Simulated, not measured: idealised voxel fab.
process module | voxel trench capacitor
cross-section cut | 245 nm wide | cells 5 nm
A cross-section is a grid of square cells, given in bands from the top down. A band is one or more rows of cells.
Each band's line starts with the height of the band's top and of its bottom, in nm. Then come its materials from left to right, each with its width in nm. One material with "throughout" fills the band from edge to edge. "air" is empty space.
Height 0 is the level under which the wafer as received is all one material. The lowest band goes on downwards, as in "0 down".
A width such as "30 to 40" changes by the same amount from each row of cells to the next, from the band's top row to its bottom row.
"no change" after a step means that no cell of the cross-section changed.
closed voids: empty space of 8 cells or more with no open way to the top, each as width x height at its distance from the left edge, in nm
after a step's settings: what the simulator itself notes on the step
overlay nm, on a step with a mask: how far to the right of its planned place the mask lay; to the left if negative
plan
1 op RECEIVE | material Si
2 op CONFORMAL_DEP | material SiN | thk nm 10
3 op PATTERN | tone open | mask id TRENCH | material resist | width nm 25 | pitch nm 55 | thk nm 20 | overlay nm 0
4 op DIRECTIONAL_ETCH | etch materials SiN | depth nm 10
5 op DIRECTIONAL_ETCH | etch materials Si | depth nm 25
6 op STRIP | etch materials resist
7 op CONFORMAL_DEP | material Al2O3 | thk nm 5
8 op CONFORMAL_DEP | material TiN | thk nm 5
9 op FILL_DEP | material W | thk nm 10
10 op CMP | height nm 10
as received, after step 1
  0 down: Si throughout
  closed voids: none
first wafer at the end, as planned
  10 to 0: SiN 55 | Al2O3 5 | TiN 5 | W 5 | TiN 5 | Al2O3 5 | SiN 30 | Al2O3 5 | TiN 5 | W 5 | TiN 5 | Al2O3 5 | SiN 30 | Al2O3 5 | TiN 5 | W 5 | TiN 5 | Al2O3 5 | SiN 55
  0 to -15: Si 55 | Al2O3 5 | TiN 5 | W 5 | TiN 5 | Al2O3 5 | Si 30 | Al2O3 5 | TiN 5 | W 5 | TiN 5 | Al2O3 5 | Si 30 | Al2O3 5 | TiN 5 | W 5 | TiN 5 | Al2O3 5 | Si 55
  -15 to -20: Si 55 | Al2O3 5 | TiN 15 | Al2O3 5 | Si 30 | Al2O3 5 | TiN 15 | Al2O3 5 | Si 30 | Al2O3 5 | TiN 15 | Al2O3 5 | Si 55
  -20 to -25: Si 55 | Al2O3 25 | Si 30 | Al2O3 25 | Si 30 | Al2O3 25 | Si 55
  -25 down: Si throughout
  closed voids: none
second wafer at the end: like start, like plan, one mistake
  0 to -15: Si 55 | Al2O3 5 | TiN 5 | W 5 | TiN 5 | Al2O3 5 | Si 30 | Al2O3 5 | TiN 5 | W 5 | TiN 5 | Al2O3 5 | Si 30 | Al2O3 5 | TiN 5 | W 5 | TiN 5 | Al2O3 5 | Si 55
  -15 to -20: Si 55 | Al2O3 5 | TiN 15 | Al2O3 5 | Si 30 | Al2O3 5 | TiN 15 | Al2O3 5 | Si 30 | Al2O3 5 | TiN 15 | Al2O3 5 | Si 55
  -20 to -25: Si 55 | Al2O3 25 | Si 30 | Al2O3 25 | Si 30 | Al2O3 25 | Si 55
  -25 down: Si throughout
  closed voids: none
what went wrong: step 10 ran as: op CMP | height nm 0
at the end the second wafer has, in cells: 12 fewer of Al2O3 | 68 fewer of SiN | 12 fewer of TiN | 6 fewer of W
